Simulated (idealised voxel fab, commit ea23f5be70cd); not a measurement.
process module | voxel transistor to metal
cross-section cut | 280 nm wide | cells 5 nm
A cross-section is a grid of square cells, given in bands from the top down. A band is one or more rows of cells.
Each band's line starts with the height of the band's top and of its bottom, in nm. Then come its materials from left to right, each with its width in nm. One material with "throughout" fills the band from edge to edge. "air" is empty space.
Height 0 is the level under which the wafer as received is all one material. The lowest band goes on downwards, as in "0 down".
A width such as "30 to 40" changes by the same amount from each row of cells to the next, from the band's top row to its bottom row.
"no change" after a step means that no cell of the cross-section changed.
closed voids: empty space of 8 cells or more with no open way to the top, each as width x height at its distance from the left edge, in nm
after a step's settings: what the simulator itself notes on the step
overlay nm, on a step with a mask: how far to the right of its planned place the mask lay; to the left if negative
Each pair below shows a cross-section before one step and the cross-section after it, down to the lowest band that changed. The line under each pair gives the step between them, with its settings. The pairs can come from different runs of this module on the same starting wafer, so a pair continues from the pair above only where its "before" says so.
before
  80 to 65: resist 30 | air 30 | resist 35 | air 30 | resist 30 | air 30 | resist 35 | air 30 | resist 30
  65 to 55: aC 30 | air 30 | aC 35 | air 30 | aC 30 | air 30 | aC 35 | air 30 | aC 30
  55 to 45: SiO2 throughout
  45 to 30: SiO2 50 | SiN 10 | SiO2 5 | SiCN 25 | SiO2 5 | SiN 10 | SiO2 70 | SiN 10 | SiO2 5 | SiCN 25 | SiO2 5 | SiN 10 | SiO2 50
  30 to 15: SiO2 50 | SiN 10 | SiO2 5 | polySi 25 | SiO2 5 | SiN 10 | SiO2 70 | SiN 10 | SiO2 5 | polySi 25 | SiO2 5 | SiN 10 | SiO2 50
  15 to 0: SiO2 30 | SiGe 20 | SiN 10 | SiO2 5 | polySi 25 | SiO2 5 | SiN 10 | SiGe 20 | SiO2 30 | SiGe 20 | SiN 10 | SiO2 5 | polySi 25 | SiO2 5 | SiN 10 | SiGe 20 | SiO2 30
  0 to -5: SiO2 15 | SiGe 35 | SiO2 55 | SiGe 25 | SiO2 10 | SiGe 35 | SiO2 55 | SiGe 25 | SiO2 25
  -5 to -20: SiO2 20 | SiGe 30 | Si 55 | SiGe 20 | SiO2 20 | SiGe 30 | Si 55 | SiGe 20 | SiO2 30
  -20 to -30: SiO2 20 | Si 105 | SiO2 20 | Si 105 | SiO2 30
  -30 down: Si throughout
  closed voids: none
after
  65 to 55: aC 30 | air 30 | aC 35 | air 30 | aC 30 | air 30 | aC 35 | air 30 | aC 30
  below 55: unchanged
  closed voids: none
the step between: op STRIP | etch materials resist
before: the cross-section after the pair above
after
  65 to 55: aC 30 | air 30 | aC 35 | air 30 | aC 30 | air 30 | aC 35 | air 30 | aC 30
  55 to 45: SiO2 30 | air 30 | SiO2 35 | air 30 | SiO2 30 | air 30 | SiO2 35 | air 30 | SiO2 30
  45 to 30: SiO2 30 | air 20 | SiN 10 | SiO2 5 | SiCN 25 | SiO2 5 | SiN 10 | air 20 | SiO2 30 | air 20 | SiN 10 | SiO2 5 | SiCN 25 | SiO2 5 | SiN 10 | air 20 | SiO2 30
  30 to 15: SiO2 30 | air 20 | SiN 10 | SiO2 5 | polySi 25 | SiO2 5 | SiN 10 | air 20 | SiO2 30 | air 20 | SiN 10 | SiO2 5 | polySi 25 | SiO2 5 | SiN 10 | air 20 | SiO2 30
  below 15: unchanged
  closed voids: none
the step between: op DIRECTIONAL_ETCH | etch materials SiO2 | depth nm 40
before: the cross-section after the pair above
after
  55 to 45: SiO2 30 | air 30 | SiO2 35 | air 30 | SiO2 30 | air 30 | SiO2 35 | air 30 | SiO2 30
  below 45: unchanged
  closed voids: none
the step between: op STRIP | etch materials aC
before: the cross-section after the pair above
after
  60 to 55: TiN 35 | air 20 | TiN 45 | air 20 | TiN 40 | air 20 | TiN 45 | air 20 | TiN 35
  55 to 45: SiO2 30 | TiN 5 | air 20 to 10 | TiN 5 to 15 | SiO2 35 | TiN 5 to 15 | air 20 to 10 | TiN 5 | SiO2 30 | TiN 5 | air 20 to 10 | TiN 5 to 15 | SiO2 35 | TiN 5 to 15 | air 20 to 10 | TiN 5 | SiO2 30
  45 to 30: SiO2 30 | TiN 5 | air 10 | TiN 5 | SiN 10 | SiO2 5 | SiCN 25 | SiO2 5 | SiN 10 | TiN 5 | air 10 | TiN 5 | SiO2 30 | TiN 5 | air 10 | TiN 5 | SiN 10 | SiO2 5 | SiCN 25 | SiO2 5 | SiN 10 | TiN 5 | air 10 | TiN 5 | SiO2 30
  30 to 20: SiO2 30 | TiN 5 | air 10 | TiN 5 | SiN 10 | SiO2 5 | polySi 25 | SiO2 5 | SiN 10 | TiN 5 | air 10 | TiN 5 | SiO2 30 | TiN 5 | air 10 | TiN 5 | SiN 10 | SiO2 5 | polySi 25 | SiO2 5 | SiN 10 | TiN 5 | air 10 | TiN 5 | SiO2 30
  20 to 15: SiO2 30 | TiN 20 | SiN 10 | SiO2 5 | polySi 25 | SiO2 5 | SiN 10 | TiN 20 | SiO2 30 | TiN 20 | SiN 10 | SiO2 5 | polySi 25 | SiO2 5 | SiN 10 | TiN 20 | SiO2 30
  below 15: unchanged
  closed voids: none
the step between: op CONFORMAL_DEP | material TiN | thk nm 5
before: the cross-section after the pair above
after
  70 to 60: W throughout
  60 to 55: TiN 35 | W 20 | TiN 45 | W 20 | TiN 40 | W 20 | TiN 45 | W 20 | TiN 35
  55 to 45: SiO2 30 | TiN 5 | W 20 to 10 | TiN 5 to 15 | SiO2 35 | TiN 5 to 15 | W 20 to 10 | TiN 5 | SiO2 30 | TiN 5 | W 20 to 10 | TiN 5 to 15 | SiO2 35 | TiN 5 to 15 | W 20 to 10 | TiN 5 | SiO2 30
  45 to 30: SiO2 30 | TiN 5 | W 10 | TiN 5 | SiN 10 | SiO2 5 | SiCN 25 | SiO2 5 | SiN 10 | TiN 5 | W 10 | TiN 5 | SiO2 30 | TiN 5 | W 10 | TiN 5 | SiN 10 | SiO2 5 | SiCN 25 | SiO2 5 | SiN 10 | TiN 5 | W 10 | TiN 5 | SiO2 30
  30 to 20: SiO2 30 | TiN 5 | W 10 | TiN 5 | SiN 10 | SiO2 5 | polySi 25 | SiO2 5 | SiN 10 | TiN 5 | W 10 | TiN 5 | SiO2 30 | TiN 5 | W 10 | TiN 5 | SiN 10 | SiO2 5 | polySi 25 | SiO2 5 | SiN 10 | TiN 5 | W 10 | TiN 5 | SiO2 30
  below 20: unchanged
  closed voids: none
the step between: op FILL_DEP | material W | thk nm 10
before: the cross-section after the pair above
after
  55 to 45: SiO2 30 | TiN 5 | W 20 to 10 | TiN 5 to 15 | SiO2 35 | TiN 5 to 15 | W 20 to 10 | TiN 5 | SiO2 30 | TiN 5 | W 20 to 10 | TiN 5 to 15 | SiO2 35 | TiN 5 to 15 | W 20 to 10 | TiN 5 | SiO2 30
  below 45: unchanged
  closed voids: none
the step between: op CMP | height nm 55
before: the cross-section after the pair above
after
  60 to 55: TiN throughout
  below 55: unchanged
  closed voids: none
the step between: op DIRECTIONAL_DEP | material TiN | thk nm 5
before: the cross-section after the pair above
after
  80 to 60: Ru throughout
  below 60: unchanged
  closed voids: none
the step between: op DIRECTIONAL_DEP | material Ru | thk nm 20
before: the cross-section after the pair above
after
  90 to 80: aC throughout
  below 80: unchanged
  closed voids: none
the step between: op DIRECTIONAL_DEP | material aC | thk nm 10
before: the cross-section after the pair above
after
  115 to 90: air 30 | resist 20 | air 55 | resist 20 | air 30 | resist 20 | air 55 | resist 20 | air 30
  below 90: unchanged
  closed voids: none
the step between: op PATTERN | tone cover | mask id METAL_1 | material resist | width nm 20 | thk nm 25 | overlay nm 0
before: the cross-section after the pair above
after
  105 to 90: air 30 | resist 20 | air 55 | resist 20 | air 30 | resist 20 | air 55 | resist 20 | air 30
  90 to 80: air 30 | aC 20 | air 55 | aC 20 | air 30 | aC 20 | air 55 | aC 20 | air 30
  below 80: unchanged
  closed voids: none
the step between: op DIRECTIONAL_ETCH | etch materials aC | depth nm 10
before: the cross-section after the pair above
after
  90 to 80: air 30 | aC 20 | air 55 | aC 20 | air 30 | aC 20 | air 55 | aC 20 | air 30
  below 80: unchanged
  closed voids: none
the step between: op STRIP | etch materials resist
before: the cross-section after the pair above
after
  90 to 80: air 30 | aC 20 | air 55 | aC 20 | air 30 | aC 20 | air 55 | aC 20 | air 30
  80 to 60: air 30 | Ru 20 | air 55 | Ru 20 | air 30 | Ru 20 | air 55 | Ru 20 | air 30
  below 60: unchanged
  closed voids: none
the step between: op DIRECTIONAL_ETCH | etch materials Ru | depth nm 20
before: the cross-section after the pair above
after
  90 to 80: air 30 | aC 20 | air 55 | aC 20 | air 30 | aC 20 | air 55 | aC 20 | air 30
  80 to 60: air 30 | Ru 20 | air 55 | Ru 20 | air 30 | Ru 20 | air 55 | Ru 20 | air 30
  60 to 55: air 30 | TiN 20 | air 55 | TiN 20 | air 30 | TiN 20 | air 55 | TiN 20 | air 30
  below 55: unchanged
  closed voids: none
the step between: op DIRECTIONAL_ETCH | etch materials TiN | depth nm 5
before: the cross-section after the pair above
after
  80 to 60: air 30 | Ru 20 | air 55 | Ru 20 | air 30 | Ru 20 | air 55 | Ru 20 | air 30
  below 60: unchanged
  closed voids: none
the step between: op STRIP | etch materials aC
before: the cross-section after the pair above
after
  85 to 80: SiO2 throughout
  80 to 60: SiO2 30 | Ru 20 | SiO2 55 | Ru 20 | SiO2 30 | Ru 20 | SiO2 55 | Ru 20 | SiO2 30
  60 to 55: SiO2 30 | TiN 20 | SiO2 55 | TiN 20 | SiO2 30 | TiN 20 | SiO2 55 | TiN 20 | SiO2 30
  below 55: unchanged
  closed voids: none
the step between: op FILL_DEP | material SiO2 | thk nm 5
before: the cross-section after the pair above
after
  80 to 60: SiO2 30 | Ru 20 | SiO2 55 | Ru 20 | SiO2 30 | Ru 20 | SiO2 55 | Ru 20 | SiO2 30
  below 60: unchanged
  closed voids: none
the step between: op CMP | height nm 80
before: the cross-section after the pair above
after
  85 to 80: SiN throughout
  below 80: unchanged
  closed voids: none
the step between: op CONFORMAL_DEP | material SiN | thk nm 5
before
  55 to 45: SiO2 30 | TiN 5 | W 20 to 10 | TiN 5 to 15 | SiO2 35 | TiN 5 to 15 | W 20 to 10 | TiN 5 | SiO2 30 | TiN 5 | W 20 to 10 | TiN 5 to 15 | SiO2 35 | TiN 5 to 15 | W 20 to 10 | TiN 5 | SiO2 30
  45 to 30: SiO2 30 | TiN 5 | W 10 | TiN 5 | SiN 10 | SiO2 5 | SiCN 25 | SiO2 5 | SiN 10 | TiN 5 | W 10 | TiN 5 | SiO2 30 | TiN 5 | W 10 | TiN 5 | SiN 10 | SiO2 5 | SiCN 25 | SiO2 5 | SiN 10 | TiN 5 | W 10 | TiN 5 | SiO2 30
  30 to 20: SiO2 30 | TiN 5 | W 10 | TiN 5 | SiN 10 | SiO2 5 | polySi 25 | SiO2 5 | SiN 10 | TiN 5 | W 10 | TiN 5 | SiO2 30 | TiN 5 | W 10 | TiN 5 | SiN 10 | SiO2 5 | polySi 25 | SiO2 5 | SiN 10 | TiN 5 | W 10 | TiN 5 | SiO2 30
  20 to 15: SiO2 30 | TiN 20 | SiN 10 | SiO2 5 | polySi 25 | SiO2 5 | SiN 10 | TiN 20 | SiO2 30 | TiN 20 | SiN 10 | SiO2 5 | polySi 25 | SiO2 5 | SiN 10 | TiN 20 | SiO2 30
  15 to 0: SiO2 30 | SiGe 20 | SiN 10 | SiO2 5 | polySi 25 | SiO2 5 | SiN 10 | SiGe 20 | SiO2 30 | SiGe 20 | SiN 10 | SiO2 5 | polySi 25 | SiO2 5 | SiN 10 | SiGe 20 | SiO2 30
  0 to -5: SiO2 20 | SiGe 30 | SiO2 55 | SiGe 30 | SiO2 10 | SiGe 30 | SiO2 55 | SiGe 30 | SiO2 20
  -5 to -20: SiO2 25 | SiGe 25 | Si 55 | SiGe 25 | SiO2 20 | SiGe 25 | Si 55 | SiGe 25 | SiO2 25
  -20 to -30: SiO2 25 | Si 105 | SiO2 20 | Si 105 | SiO2 25
  -30 down: Si throughout
  closed voids: none
after
  60 to 55: W throughout
  below 55: unchanged
  closed voids: none
the step between: op DIRECTIONAL_DEP | material W | thk nm 5
before: the cross-section after the pair above
after
  80 to 60: Ru throughout
  below 60: unchanged
  closed voids: none
the step between: op DIRECTIONAL_DEP | material Ru | thk nm 20
before: the cross-section after the pair above
after
  90 to 80: aC throughout
  below 80: unchanged
  closed voids: none
the step between: op DIRECTIONAL_DEP | material aC | thk nm 10
before: the cross-section after the pair above
after
  115 to 90: air 30 | resist 20 | air 55 | resist 20 | air 30 | resist 20 | air 55 | resist 20 | air 30
  below 90: unchanged
  closed voids: none
the step between: op PATTERN | tone cover | mask id METAL_1 | material resist | width nm 20 | thk nm 25 | overlay nm 0
before: the cross-section after the pair above
after
  105 to 90: air 30 | resist 20 | air 55 | resist 20 | air 30 | resist 20 | air 55 | resist 20 | air 30
  90 to 80: air 30 | aC 20 | air 55 | aC 20 | air 30 | aC 20 | air 55 | aC 20 | air 30
  below 80: unchanged
  closed voids: none
the step between: op DIRECTIONAL_ETCH | etch materials aC | depth nm 10
before: the cross-section after the pair above
after
  90 to 80: air 30 | aC 20 | air 55 | aC 20 | air 30 | aC 20 | air 55 | aC 20 | air 30
  below 80: unchanged
  closed voids: none
the step between: op STRIP | etch materials resist
before: the cross-section after the pair above
after
  90 to 80: air 30 | aC 20 | air 55 | aC 20 | air 30 | aC 20 | air 55 | aC 20 | air 30
  80 to 60: air 30 | Ru 20 | air 55 | Ru 20 | air 30 | Ru 20 | air 55 | Ru 20 | air 30
  below 60: unchanged
  closed voids: none
the step between: op DIRECTIONAL_ETCH | etch materials Ru | depth nm 20
before: the cross-section after the pair above
after
  80 to 60: air 30 | Ru 20 | air 55 | Ru 20 | air 30 | Ru 20 | air 55 | Ru 20 | air 30
  below 60: unchanged
  closed voids: none
the step between: op STRIP | etch materials aC
before: the cross-section after the pair above
after
  85 to 80: SiO2 throughout
  80 to 60: SiO2 30 | Ru 20 | SiO2 55 | Ru 20 | SiO2 30 | Ru 20 | SiO2 55 | Ru 20 | SiO2 30
  below 60: unchanged
  closed voids: none
the step between: op FILL_DEP | material SiO2 | thk nm 5
before: the cross-section after the pair above
after
  80 to 60: SiO2 30 | Ru 20 | SiO2 55 | Ru 20 | SiO2 30 | Ru 20 | SiO2 55 | Ru 20 | SiO2 30
  below 60: unchanged
  closed voids: none
the step between: op CMP | height nm 80
before: the cross-section after the pair above
after
  85 to 80: SiN throughout
  below 80: unchanged
  closed voids: none
the step between: op CONFORMAL_DEP | material SiN | thk nm 5
before
  30 to 20: aC throughout
  20 to 5: SiN throughout
  5 to 0: SiO2 throughout
  0 down: Si throughout
  closed voids: none
after
  55 to 30: resist 25 | air 105 | resist 20 | air 105 | resist 25
  below 30: unchanged
  closed voids: none
the step between: op PATTERN | tone open | mask id ACTIVE | material resist | width nm 105 | pitch nm 125 | thk nm 25 | overlay nm 0
before: the cross-section after the pair above
after
  45 to 30: resist 25 | air 105 | resist 20 | air 105 | resist 25
  30 to 20: aC 25 | air 105 | aC 20 | air 105 | aC 25
  below 20: unchanged
  closed voids: none
the step between: op DIRECTIONAL_ETCH | etch materials aC | depth nm 10
before: the cross-section after the pair above
after
  30 to 20: aC 25 | air 105 | aC 20 | air 105 | aC 25
  below 20: unchanged
  closed voids: none
the step between: op STRIP | etch materials resist
before: the cross-section after the pair above
after
  30 to 20: aC 25 | air 105 | aC 20 | air 105 | aC 25
  20 to 5: SiN 25 | air 105 | SiN 20 | air 105 | SiN 25
  below 5: unchanged
  closed voids: none
the step between: op DIRECTIONAL_ETCH | etch materials SiN | depth nm 15
before: the cross-section after the pair above
after
  30 to 20: aC 25 | air 105 | aC 20 | air 105 | aC 25
  20 to 5: SiN 25 | air 105 | SiN 20 | air 105 | SiN 25
  5 to 0: SiO2 25 | air 105 | SiO2 20 | air 105 | SiO2 25
  below 0: unchanged
  closed voids: none
the step between: op DIRECTIONAL_ETCH | etch materials SiO2 | depth nm 5
before: the cross-section after the pair above
after
  30 to 20: aC 25 | air 105 | aC 20 | air 105 | aC 25
  20 to 5: SiN 25 | air 105 | SiN 20 | air 105 | SiN 25
  5 to 0: SiO2 25 | air 105 | SiO2 20 | air 105 | SiO2 25
  0 to -30: Si 25 | air 105 | Si 20 | air 105 | Si 25
  below -30: unchanged
  closed voids: none
the step between: op DIRECTIONAL_ETCH | etch materials Si | depth nm 30
before: the cross-section after the pair above
after
  20 to 5: SiN 25 | air 105 | SiN 20 | air 105 | SiN 25
  below 5: unchanged
  closed voids: none
the step between: op STRIP | etch materials aC
before: the cross-section after the pair above
after
  25 to 20: SiO2 throughout
  20 to 5: SiN 25 | SiO2 105 | SiN 20 | SiO2 105 | SiN 25
  5 to 0: SiO2 throughout
  0 to -30: Si 25 | SiO2 105 | Si 20 | SiO2 105 | Si 25
  below -30: unchanged
  closed voids: none
the step between: op FILL_DEP | material SiO2 | thk nm 5
before: the cross-section after the pair above
after
  20 to 5: SiN 25 | SiO2 105 | SiN 20 | SiO2 105 | SiN 25
  below 5: unchanged
  closed voids: none
the step between: op CMP | height nm 20
before: the cross-section after the pair above
after
  20 to 5: SiN 25 | air 105 | SiN 20 | air 105 | SiN 25
  below 5: unchanged
  closed voids: none
the step between: op SELECTIVE_ETCH | etch materials SiO2 | depth nm 15
before: the cross-section after the pair above
after
  5 to 0: SiO2 throughout
  below 0: unchanged
  closed voids: none
the step between: op STRIP | etch materials SiN
before: the cross-section after the pair above
after
  0 to -30: Si 25 | SiO2 105 | Si 20 | SiO2 105 | Si 25
  below -30: unchanged
  closed voids: none
the step between: op SELECTIVE_ETCH | etch materials SiO2 | depth nm 5
before: the cross-section after the pair above
after
  0 to -5: SiO2 throughout
  below -5: unchanged
  closed voids: none
the step between: op OXIDIZE | depth nm 5
before: the cross-section after the pair above
after
  30 to 0: polySi throughout
  below 0: unchanged
  closed voids: none
the step between: op DIRECTIONAL_DEP | material polySi | thk nm 30
before: the cross-section after the pair above
after
  45 to 30: SiCN throughout
  below 30: unchanged
  closed voids: none
the step between: op DIRECTIONAL_DEP | material SiCN | thk nm 15
before: the cross-section after the pair above
after
  60 to 45: air 65 | resist 25 | air 100 | resist 25 | air 65
  below 45: unchanged
  closed voids: none
the step between: op PATTERN | tone cover | mask id GATE | material resist | width nm 25 | pitch nm 125 | thk nm 15 | overlay nm 0
before: the cross-section after the pair above
after
  60 to 45: air 65 | resist 25 | air 100 | resist 25 | air 65
  45 to 30: air 65 | SiCN 25 | air 100 | SiCN 25 | air 65
  below 30: unchanged
  closed voids: none
the step between: op DIRECTIONAL_ETCH | etch materials SiCN | depth nm 25
before: the cross-section after the pair above
after
  60 to 45: air 65 | resist 25 | air 100 | resist 25 | air 65
  45 to 30: air 65 | SiCN 25 | air 100 | SiCN 25 | air 65
  30 to 0: air 65 | polySi 25 | air 100 | polySi 25 | air 65
  below 0: unchanged
  closed voids: none
the step between: op DIRECTIONAL_ETCH | etch materials polySi | depth nm 40
before: the cross-section after the pair above
after
  45 to 30: air 65 | SiCN 25 | air 100 | SiCN 25 | air 65
  below 30: unchanged
  closed voids: none
the step between: op STRIP | etch materials resist
before: the cross-section after the pair above
after
  50 to 45: air 60 | SiO2 35 | air 90 | SiO2 35 | air 60
  45 to 30: air 60 | SiO2 5 | SiCN 25 | SiO2 5 | air 90 | SiO2 5 | SiCN 25 | SiO2 5 | air 60
  30 to 5: air 60 | SiO2 5 | polySi 25 | SiO2 5 | air 90 | SiO2 5 | polySi 25 | SiO2 5 | air 60
  5 to 0: SiO2 65 | polySi 25 | SiO2 100 | polySi 25 | SiO2 65
  below 0: unchanged
  closed voids: none
the step between: op CONFORMAL_DEP | material SiO2 | thk nm 5
before: the cross-section after the pair above
after
  45 to 30: air 60 | SiO2 5 | SiCN 25 | SiO2 5 | air 90 | SiO2 5 | SiCN 25 | SiO2 5 | air 60
  30 to 0: air 60 | SiO2 5 | polySi 25 | SiO2 5 | air 90 | SiO2 5 | polySi 25 | SiO2 5 | air 60
  below 0: unchanged
  closed voids: none
the step between: op DIRECTIONAL_ETCH | etch materials SiO2 | depth nm 5
before: the cross-section after the pair above
after
  55 to 45: air 50 | SiN 55 | air 70 | SiN 55 | air 50
  45 to 30: air 50 | SiN 10 | SiO2 5 | SiCN 25 | SiO2 5 | SiN 10 | air 70 | SiN 10 | SiO2 5 | SiCN 25 | SiO2 5 | SiN 10 | air 50
  30 to 10: air 50 | SiN 10 | SiO2 5 | polySi 25 | SiO2 5 | SiN 10 | air 70 | SiN 10 | SiO2 5 | polySi 25 | SiO2 5 | SiN 10 | air 50
  10 to 0: SiN 60 | SiO2 5 | polySi 25 | SiO2 5 | SiN 90 | SiO2 5 | polySi 25 | SiO2 5 | SiN 60
  below 0: unchanged
  closed voids: none
the step between: op CONFORMAL_DEP | material SiN | thk nm 10
before: the cross-section after the pair above
after
  45 to 30: air 50 | SiN 10 | SiO2 5 | SiCN 25 | SiO2 5 | SiN 10 | air 70 | SiN 10 | SiO2 5 | SiCN 25 | SiO2 5 | SiN 10 | air 50
  30 to 0: air 50 | SiN 10 | SiO2 5 | polySi 25 | SiO2 5 | SiN 10 | air 70 | SiN 10 | SiO2 5 | polySi 25 | SiO2 5 | SiN 10 | air 50
  below 0: unchanged
  closed voids: none
the step between: op DIRECTIONAL_ETCH | etch materials SiN | depth nm 10
before: the cross-section after the pair above
after
  45 to 40: air 50 | SiN 10 | air 5 | SiCN 25 | air 5 | SiN 10 | air 70 | SiN 10 | air 5 | SiCN 25 | air 5 | SiN 10 | air 50
  40 to 30: air 50 | SiN 10 | SiO2 5 | SiCN 25 | SiO2 5 | SiN 10 | air 70 | SiN 10 | SiO2 5 | SiCN 25 | SiO2 5 | SiN 10 | air 50
  30 to 0: air 50 | SiN 10 | SiO2 5 | polySi 25 | SiO2 5 | SiN 10 | air 70 | SiN 10 | SiO2 5 | polySi 25 | SiO2 5 | SiN 10 | air 50
  0 to -5: air 50 | SiO2 55 | air 70 | SiO2 55 | air 50
  below -5: unchanged
  closed voids: none
the step between: op DIRECTIONAL_ETCH | etch materials SiO2 | depth nm 5
before: the cross-section after the pair above
after
  45 to 40: air 50 | SiN 10 | air 5 | SiCN 25 | air 5 | SiN 10 | air 70 | SiN 10 | air 5 | SiCN 25 | air 5 | SiN 10 | air 50
  40 to 30: air 50 | SiN 10 | SiO2 5 | SiCN 25 | SiO2 5 | SiN 10 | air 70 | SiN 10 | SiO2 5 | SiCN 25 | SiO2 5 | SiN 10 | air 50
  30 to 0: air 50 | SiN 10 | SiO2 5 | polySi 25 | SiO2 5 | SiN 10 | air 70 | SiN 10 | SiO2 5 | polySi 25 | SiO2 5 | SiN 10 | air 50
  0 to -5: air 50 | SiO2 55 | air 70 | SiO2 55 | air 50
  -5 to -20: air 25 | SiO2 105 | air 20 | SiO2 105 | air 25
  below -20: unchanged
  closed voids: none
the step between: op DIRECTIONAL_ETCH | etch materials Si | depth nm 15
before: the cross-section after the pair above
after
  45 to 40: air 50 | SiN 10 | air 5 | SiCN 25 | air 5 | SiN 10 | air 70 | SiN 10 | air 5 | SiCN 25 | air 5 | SiN 10 | air 50
  40 to 30: air 50 | SiN 10 | SiO2 5 | SiCN 25 | SiO2 5 | SiN 10 | air 70 | SiN 10 | SiO2 5 | SiCN 25 | SiO2 5 | SiN 10 | air 50
  30 to 0: air 50 | SiN 10 | SiO2 5 | polySi 25 | SiO2 5 | SiN 10 | air 70 | SiN 10 | SiO2 5 | polySi 25 | SiO2 5 | SiN 10 | air 50
  0 to -5: SiGe 30 | air 20 | SiO2 55 | air 20 | SiGe 30 | air 20 | SiO2 55 | air 20 | SiGe 30
  -5 to -20: SiGe 25 | SiO2 105 | SiGe 20 | SiO2 105 | SiGe 25
  below -20: unchanged
  closed voids: none
the step between: op EPI | material SiGe | thk nm 20
before: the cross-section after the pair above
after
  55 to 45: SiO2 throughout
  45 to 30: SiO2 50 | SiN 10 | SiO2 5 | SiCN 25 | SiO2 5 | SiN 10 | SiO2 70 | SiN 10 | SiO2 5 | SiCN 25 | SiO2 5 | SiN 10 | SiO2 50
  30 to 0: SiO2 50 | SiN 10 | SiO2 5 | polySi 25 | SiO2 5 | SiN 10 | SiO2 70 | SiN 10 | SiO2 5 | polySi 25 | SiO2 5 | SiN 10 | SiO2 50
  0 to -5: SiGe 30 | SiO2 95 | SiGe 30 | SiO2 95 | SiGe 30
  below -5: unchanged
  closed voids: none
the step between: op FILL_DEP | material SiO2 | thk nm 10
before: the cross-section after the pair above
after
  45 to 30: SiO2 50 | SiN 10 | SiO2 5 | SiCN 25 | SiO2 5 | SiN 10 | SiO2 70 | SiN 10 | SiO2 5 | SiCN 25 | SiO2 5 | SiN 10 | SiO2 50
  below 30: unchanged
  closed voids: none
the step between: op CMP | height nm 45
before: the cross-section after the pair above
after
  55 to 45: SiO2 throughout
  below 45: unchanged
  closed voids: none
the step between: op DIRECTIONAL_DEP | material SiO2 | thk nm 10
before: the cross-section after the pair above
after
  65 to 55: aC throughout
  below 55: unchanged
  closed voids: none
the step between: op DIRECTIONAL_DEP | material aC | thk nm 10
before: the cross-section after the pair above
after
  90 to 65: resist 30 | air 30 | resist 35 | air 30 | resist 30 | air 30 | resist 35 | air 30 | resist 30
  below 65: unchanged
  closed voids: none
the step between: op PATTERN | tone open | mask id CONTACT | material resist | width nm 30 | thk nm 25 | overlay nm 0
before: the cross-section after the pair above
after
  80 to 65: resist 30 | air 30 | resist 35 | air 30 | resist 30 | air 30 | resist 35 | air 30 | resist 30
  65 to 55: aC 30 | air 30 | aC 35 | air 30 | aC 30 | air 30 | aC 35 | air 30 | aC 30
  below 55: unchanged
  closed voids: none
the step between: op DIRECTIONAL_ETCH | etch materials aC | depth nm 10
before: the cross-section after the pair above
after
  65 to 55: aC 30 | air 30 | aC 35 | air 30 | aC 30 | air 30 | aC 35 | air 30 | aC 30
  below 55: unchanged
  closed voids: none
the step between: op STRIP | etch materials resist
before: the cross-section after the pair above
after
  65 to 55: aC 30 | air 30 | aC 35 | air 30 | aC 30 | air 30 | aC 35 | air 30 | aC 30
  55 to 45: SiO2 30 | air 30 | SiO2 35 | air 30 | SiO2 30 | air 30 | SiO2 35 | air 30 | SiO2 30
  45 to 30: SiO2 30 | air 20 | SiN 10 | SiO2 5 | SiCN 25 | SiO2 5 | SiN 10 | air 20 | SiO2 30 | air 20 | SiN 10 | SiO2 5 | SiCN 25 | SiO2 5 | SiN 10 | air 20 | SiO2 30
  30 to 15: SiO2 30 | air 20 | SiN 10 | SiO2 5 | polySi 25 | SiO2 5 | SiN 10 | air 20 | SiO2 30 | air 20 | SiN 10 | SiO2 5 | polySi 25 | SiO2 5 | SiN 10 | air 20 | SiO2 30
  below 15: unchanged
  closed voids: none
the step between: op DIRECTIONAL_ETCH | etch materials SiO2 | depth nm 40
before: the cross-section after the pair above
after
  55 to 45: SiO2 30 | air 30 | SiO2 35 | air 30 | SiO2 30 | air 30 | SiO2 35 | air 30 | SiO2 30
  below 45: unchanged
  closed voids: none
the step between: op STRIP | etch materials aC
before: the cross-section after the pair above
after
  60 to 55: TiN 35 | air 20 | TiN 45 | air 20 | TiN 40 | air 20 | TiN 45 | air 20 | TiN 35
  55 to 45: SiO2 30 | TiN 5 | air 20 to 10 | TiN 5 to 15 | SiO2 35 | TiN 5 to 15 | air 20 to 10 | TiN 5 | SiO2 30 | TiN 5 | air 20 to 10 | TiN 5 to 15 | SiO2 35 | TiN 5 to 15 | air 20 to 10 | TiN 5 | SiO2 30
  45 to 30: SiO2 30 | TiN 5 | air 10 | TiN 5 | SiN 10 | SiO2 5 | SiCN 25 | SiO2 5 | SiN 10 | TiN 5 | air 10 | TiN 5 | SiO2 30 | TiN 5 | air 10 | TiN 5 | SiN 10 | SiO2 5 | SiCN 25 | SiO2 5 | SiN 10 | TiN 5 | air 10 | TiN 5 | SiO2 30
  30 to 20: SiO2 30 | TiN 5 | air 10 | TiN 5 | SiN 10 | SiO2 5 | polySi 25 | SiO2 5 | SiN 10 | TiN 5 | air 10 | TiN 5 | SiO2 30 | TiN 5 | air 10 | TiN 5 | SiN 10 | SiO2 5 | polySi 25 | SiO2 5 | SiN 10 | TiN 5 | air 10 | TiN 5 | SiO2 30
  20 to 15: SiO2 30 | TiN 20 | SiN 10 | SiO2 5 | polySi 25 | SiO2 5 | SiN 10 | TiN 20 | SiO2 30 | TiN 20 | SiN 10 | SiO2 5 | polySi 25 | SiO2 5 | SiN 10 | TiN 20 | SiO2 30
  below 15: unchanged
  closed voids: none
the step between: op CONFORMAL_DEP | material TiN | thk nm 5
before: the cross-section after the pair above
after
  70 to 60: W throughout
  60 to 55: TiN 35 | W 20 | TiN 45 | W 20 | TiN 40 | W 20 | TiN 45 | W 20 | TiN 35
  55 to 45: SiO2 30 | TiN 5 | W 20 to 10 | TiN 5 to 15 | SiO2 35 | TiN 5 to 15 | W 20 to 10 | TiN 5 | SiO2 30 | TiN 5 | W 20 to 10 | TiN 5 to 15 | SiO2 35 | TiN 5 to 15 | W 20 to 10 | TiN 5 | SiO2 30
  45 to 30: SiO2 30 | TiN 5 | W 10 | TiN 5 | SiN 10 | SiO2 5 | SiCN 25 | SiO2 5 | SiN 10 | TiN 5 | W 10 | TiN 5 | SiO2 30 | TiN 5 | W 10 | TiN 5 | SiN 10 | SiO2 5 | SiCN 25 | SiO2 5 | SiN 10 | TiN 5 | W 10 | TiN 5 | SiO2 30
  30 to 20: SiO2 30 | TiN 5 | W 10 | TiN 5 | SiN 10 | SiO2 5 | polySi 25 | SiO2 5 | SiN 10 | TiN 5 | W 10 | TiN 5 | SiO2 30 | TiN 5 | W 10 | TiN 5 | SiN 10 | SiO2 5 | polySi 25 | SiO2 5 | SiN 10 | TiN 5 | W 10 | TiN 5 | SiO2 30
  below 20: unchanged
  closed voids: none
the step between: op FILL_DEP | material W | thk nm 10
before: the cross-section after the pair above
after
  55 to 45: SiO2 30 | TiN 5 | W 20 to 10 | TiN 5 to 15 | SiO2 35 | TiN 5 to 15 | W 20 to 10 | TiN 5 | SiO2 30 | TiN 5 | W 20 to 10 | TiN 5 to 15 | SiO2 35 | TiN 5 to 15 | W 20 to 10 | TiN 5 | SiO2 30
  below 45: unchanged
  closed voids: none
the step between: op CMP | height nm 55
before: the cross-section after the pair above
after
  60 to 55: TiN throughout
  below 55: unchanged
  closed voids: none
the step between: op DIRECTIONAL_DEP | material TiN | thk nm 5
